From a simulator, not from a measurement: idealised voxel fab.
The process module that follows is named voxel released beams.
The figure presents cross-section cut, which has a width of 245 nm and is divided into square cells with an edge length of 5 nm.
Cross-section spec: square-cell grid; bands listed top down; each band is one or more rows. Basically the band line says how high the top is and how high the bottom is, in nm, and then what's in it from left to right, every material with its width in nm. Empty space shows up as "empty", and if a single material carries "throughout" it runs the full band edge to edge. Heights are reckoned from 0. Under this level, the received wafer is all of one material. The bottommost band is open-ended downward, for example "0 nm and below". Graded width ("30->40"): value in top row of band = first number; value in bottom row = second number; row-to-row change constant. Reading "nothing got changed" for a step: not a cell of the cross-section changed in it. Reported under the label "Fully sealed cavities" are the empty spaces having no open way to the top and comprising 8 cells or more; the notation for each is width x height at distance, in which the distance is measured from the left edge and all three values are in nm. That trailing text on a step's line, after the settings, is the simulator's own remark on the step. Regarding "overlay nm": on a step with a mask, it is the distance the mask lay to the right of its planned place; a negative value places it to the left.

The process steps that were planned are listed below:
1. RECEIVE (material Si)
2. CONFORMAL_DEP (material Al2O3; thk nm 5)
3. DIRECTIONAL_DEP (material SiO2; thk nm 15)
4. PATTERN (tone open; mask id ANCHOR; material resist; width nm 45; thk nm 15; overlay nm 0)
5. DIRECTIONAL_ETCH (etch materials SiO2; depth nm 15)
6. STRIP (etch materials resist)
7. CONFORMAL_DEP (material W; thk nm 15)
8. PATTERN (tone cover; mask id BEAM; material resist; width nm 105; thk nm 20; overlay nm 0)
9. DIRECTIONAL_ETCH (etch materials W; depth nm 15)
10. STRIP (etch materials resist)
11. STRIP (etch materials SiO2)

First of two wafers, with the run carried out as planned:

Wafer at receipt (post step 1), cross-section:
* 0 nm and below = Si throughout
* Fully sealed cavities: none

Cross-sectional representation of the wafer at the conclusion of step 2:
* 5 nm to 0 nm = Al2O3 throughout
* No changes below 0.

Cross-sectional representation of the wafer at the conclusion of step 3:
* 20 nm to 5 nm = SiO2 throughout
* No changes below 5.

Cross-sectional representation of the wafer at the conclusion of step 4:
* 35 nm to 20 nm = 70 nm resist; 45 nm empty; 130 nm resist
* No changes below 20.

Cross-sectional representation of the wafer at the conclusion of step 5:
* 35 nm to 20 nm = 70 nm resist; 45 nm empty; 130 nm resist
* 20 nm to 5 nm = 70 nm SiO2; 45 nm empty; 130 nm SiO2
* No changes below 5.

Cross-sectional representation of the wafer at the conclusion of step 6:
* 20 nm to 5 nm = 70 nm SiO2; 45 nm empty; 130 nm SiO2
* No changes below 5.

Cross-sectional representation of the wafer at the conclusion of step 7:
* 35 nm to 20 nm = 85 nm W; 15 nm empty; 145 nm W
* 20 nm to 5 nm = 70 nm SiO2; 45 nm W; 130 nm SiO2
* No changes below 5.

Cross-sectional representation of the wafer at the conclusion of step 8:
* 55 nm to 35 nm = 65 nm empty; 105 nm resist; 75 nm empty
* 35 nm to 20 nm = 85 nm W; 15 nm resist; 145 nm W
* No changes below 20.

Cross-sectional representation of the wafer at the conclusion of step 9:
* 55 nm to 35 nm = 65 nm empty; 105 nm resist; 75 nm empty
* 35 nm to 20 nm = 65 nm empty; 20 nm W; 15 nm resist; 70 nm W; 75 nm empty
* No changes below 20.

Cross-sectional representation of the wafer at the conclusion of step 10:
* 35 nm to 20 nm = 65 nm empty; 20 nm W; 15 nm empty; 70 nm W; 75 nm empty
* No changes below 20.

Cross-sectional representation of the wafer at the conclusion of step 11:
* 35 nm to 20 nm = 65 nm empty; 20 nm W; 15 nm empty; 70 nm W; 75 nm empty
* 20 nm to 5 nm = 70 nm empty; 45 nm W; 130 nm empty
* No changes below 5.

What follows concerns the second wafer, which started out like the first and was meant to follow the very same plan; one mistake crept in when it was run, but everything up to and including step 3 is the same as for the first wafer:

X-section, second wafer, when step 4 was due to finish:
* 35 nm to 20 nm = 75 nm resist; 40 nm empty; 130 nm resist
* No changes below 20.

X-section, second wafer, when step 5 was due to finish:
* 35 nm to 20 nm = 75 nm resist; 40 nm empty; 130 nm resist
* 20 nm to 5 nm = 75 nm SiO2; 40 nm empty; 130 nm SiO2
* No changes below 5.

X-section, second wafer, when step 6 was due to finish:
* 20 nm to 5 nm = 75 nm SiO2; 40 nm empty; 130 nm SiO2
* No changes below 5.

X-section, second wafer, when step 7 was due to finish:
* 35 nm to 20 nm = 90 nm W; 10 nm empty; 145 nm W
* 20 nm to 5 nm = 75 nm SiO2; 40 nm W; 130 nm SiO2
* No changes below 5.

X-section, second wafer, when step 8 was due to finish:
* 55 nm to 35 nm = 65 nm empty; 105 nm resist; 75 nm empty
* 35 nm to 20 nm = 90 nm W; 10 nm resist; 145 nm W
* No changes below 20.

X-section, second wafer, when step 9 was due to finish:
* 55 nm to 35 nm = 65 nm empty; 105 nm resist; 75 nm empty
* 35 nm to 20 nm = 65 nm empty; 25 nm W; 10 nm resist; 70 nm W; 75 nm empty
* No changes below 20.

X-section, second wafer, when step 10 was due to finish:
* 35 nm to 20 nm = 65 nm empty; 25 nm W; 10 nm empty; 70 nm W; 75 nm empty
* No changes below 20.

X-section, second wafer, when step 11 was due to finish:
* 35 nm to 20 nm = 65 nm empty; 25 nm W; 10 nm empty; 70 nm W; 75 nm empty
* 20 nm to 5 nm = 75 nm empty; 40 nm W; 130 nm empty
* No changes below 5.
Against the plan, the run slipped here: step 4 ran differently from the plan; actual operation with settings: PATTERN (tone open; mask id ANCHOR; material resist; width nm 40; thk nm 15; overlay nm 0)
When the process is done, the second wafer contains the same cell count of every material as the first wafer, but distributed over other locations.
